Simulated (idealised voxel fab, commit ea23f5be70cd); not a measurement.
Proc. module: voxel fin reveal
Cross-sectional view cut (width: 295 nm; square cell size: 5 nm).
A cross-section is a grid of square cells, given in bands from the top down. A band is one or more rows of cells. This entry defines a band. It first specifies the height of the band's top and the height of its bottom in nm, and then specifies the band's materials from left to right, stating each material with its width in nm. The word "edge to edge" identifies a single material that fills the band from edge to edge, while the word "air" identifies empty space. Height reference: 0 = level under which incoming wafer is all one material. Lowest band: no bottom, runs on downward, e.g. "top 0, no bottom". Think of "30 to 40" as a width that walks from the first number to the second as you go down the band, top row to bottom row, taking equal-sized steps from row to row. Key: "no alterations made" - step with no changed cell in the cross-section. The list in "Closed cavity list" covers empty spaces of 8 cells or more that cannot reach the top through any open way, and it gives each as width x height at distance; the distance is from the left edge, and width, height and distance are in nm. Where a step's line continues beyond its settings, the continuation is a remark by the simulator itself on that step. A step's line can hold "overlay nm"; with a mask on that step, the setting says how far right of the planned place the mask lay, while a negative setting says it lay to the left.

These are the steps we planned for the process:
1 RECEIVE [material Si]
2 CONFORMAL_DEP [material SiN] [thk nm 10]
3 MASKED_ETCH [tone cover] [mask id FINS] [width nm 15] [pitch nm 45] [etch materials SiN] [depth nm 10] [overlay nm 0]
4 MASKED_ETCH [tone cover] [mask id FINS] [width nm 15] [pitch nm 45] [etch materials Si] [depth nm 40] [overlay nm 0]
5 OXIDIZE [depth nm 5]
6 FILL_DEP [material SiO2] [thk nm 15]
7 CMP [height nm 10]
8 SELECTIVE_ETCH [etch materials SiO2] [depth nm 25]
9 STRIP [etch materials SiN]

as received, after step 1:
> top 0, no bottom = Si edge to edge
> Closed cavity list: none

End-of-module XS, first of two wafers, run as planned:
> top 0, bottom -15 = air 120; Si 5; air 40; Si 5; air 125
> top -15, bottom -45 = SiO2 120; Si 5; SiO2 40; Si 5; SiO2 125
> top -45, no bottom = Si edge to edge
> Closed cavity list: none

Wafer two, end of module, cross-section. Same start, same plan as wafer one. One mistake in the run:
> top 0, bottom -40 = air 120; Si 5; air 40; Si 5; air 125
> top -40, bottom -45 = SiO2 120; Si 5; SiO2 40; Si 5; SiO2 125
> top -45, no bottom = Si edge to edge
> Closed cavity list: none
Heads up, the wafer didn't run the way we planned it: step 8 of the plan saw execution twice
Materials where the second wafer ends with more or fewer cells than the first: SiO2 -285
